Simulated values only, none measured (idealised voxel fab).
This section sets out a process module, namely voxel gate over fins.
cross-section cut | 220 nm wide | cells 5 nm
When this document writes out a cross-section, it uses a grid of square cells and lists it as bands, beginning at the top and moving down, with a band standing for one or more rows of cells. Basically the band line says how high the top is and how high the bottom is, in nm, and then what's in it from left to right, every material with its width in nm. Empty space shows up as "blank", and if a single material carries "full width" it runs the full band edge to edge. Beneath 0, the wafer as received is one material, and that level is where height counting begins. The lowest band goes on downward without a bottom; it is written like "from 0 down". The two numbers in a width such as "30->40" mark its ends across the band: the first belongs to the top row of cells, the second to the bottom row, and from each row to the next the width moves by the same amount. The cross-section has no changed cell in any step marked "nothing got changed". "Completely enclosed voids" specifies each empty space that is not open to the top and that occupies no fewer than 8 cells, using the form width x height at distance, the distance measured from the left edge and all three quantities in nm. Read whatever lies past the settings on a step's line as the simulator's own remark about the step. The optional step-line setting "overlay nm" applies to steps with a mask and quantifies how far to the right of its planned location the mask lay, a negative value indicating leftward placement.

### Intended process steps
step 1: RECEIVE | material Si
step 2: CONFORMAL_DEP | material SiN | thk nm 5
step 3: DIRECTIONAL_DEP | material aC | thk nm 10
step 4: PATTERN | tone cover | mask id FINS | material resist | width nm 15 | pitch nm 40 | thk nm 25 | overlay nm -15
step 5: DIRECTIONAL_ETCH | etch materials aC | depth nm 10
step 6: STRIP | etch materials resist
step 7: DIRECTIONAL_ETCH | etch materials SiN | depth nm 5
step 8: DIRECTIONAL_ETCH | etch materials Si | depth nm 40
step 9: STRIP | etch materials aC
step 10: OXIDIZE | depth nm 5
step 11: FILL_DEP | material SiO2 | thk nm 5
step 12: CMP | height nm 5
step 13: SELECTIVE_ETCH | etch materials SiO2 | depth nm 15
step 14: STRIP | etch materials SiN
step 15: CONFORMAL_DEP | material HfO2 | thk nm 5
step 16: CONFORMAL_DEP | material TiN | thk nm 5
step 17: CONFORMAL_DEP | material TiAl | thk nm 5
step 18: CONFORMAL_DEP | material TiN | thk nm 5
step 19: FILL_DEP | material W | thk nm 10
step 20: CMP | height nm 25
step 21: CONFORMAL_DEP | material SiCN | thk nm 10
Variable across wafers: step 4 overlay nm (plan value is that of the first wafer; starting state common to all).

### Incoming state of the first of several wafers in cross-section: after step 1
  from 0 down: Si full width
  Completely enclosed voids: none

### Per wafer (row), end of module: delta in cells per material since receipt, (+) for gained, (-) for lost; closed voids after that
overlay nm -15; +60 HfO2; -360 Si; +88 SiCN; +280 SiO2; +60 TiAl; +114 TiN; +66 W; Completely enclosed voids: none
overlay nm -10; +60 HfO2; -360 Si; +88 SiCN; +280 SiO2; +60 TiAl; +114 TiN; +66 W; Completely enclosed voids: none
overlay nm -5; +60 HfO2; -360 Si; +88 SiCN; +280 SiO2; +60 TiAl; +114 TiN; +66 W; Completely enclosed voids: none
overlay nm 0; +60 HfO2; -360 Si; +88 SiCN; +280 SiO2; +60 TiAl; +114 TiN; +66 W; Completely enclosed voids: none
overlay nm 5; +60 HfO2; -360 Si; +88 SiCN; +280 SiO2; +60 TiAl; +114 TiN; +66 W; Completely enclosed voids: none
overlay nm 10; +60 HfO2; -360 Si; +88 SiCN; +280 SiO2; +60 TiAl; +114 TiN; +66 W; Completely enclosed voids: none
overlay nm 15; +60 HfO2; -360 Si; +88 SiCN; +280 SiO2; +60 TiAl; +114 TiN; +66 W; Completely enclosed voids: none
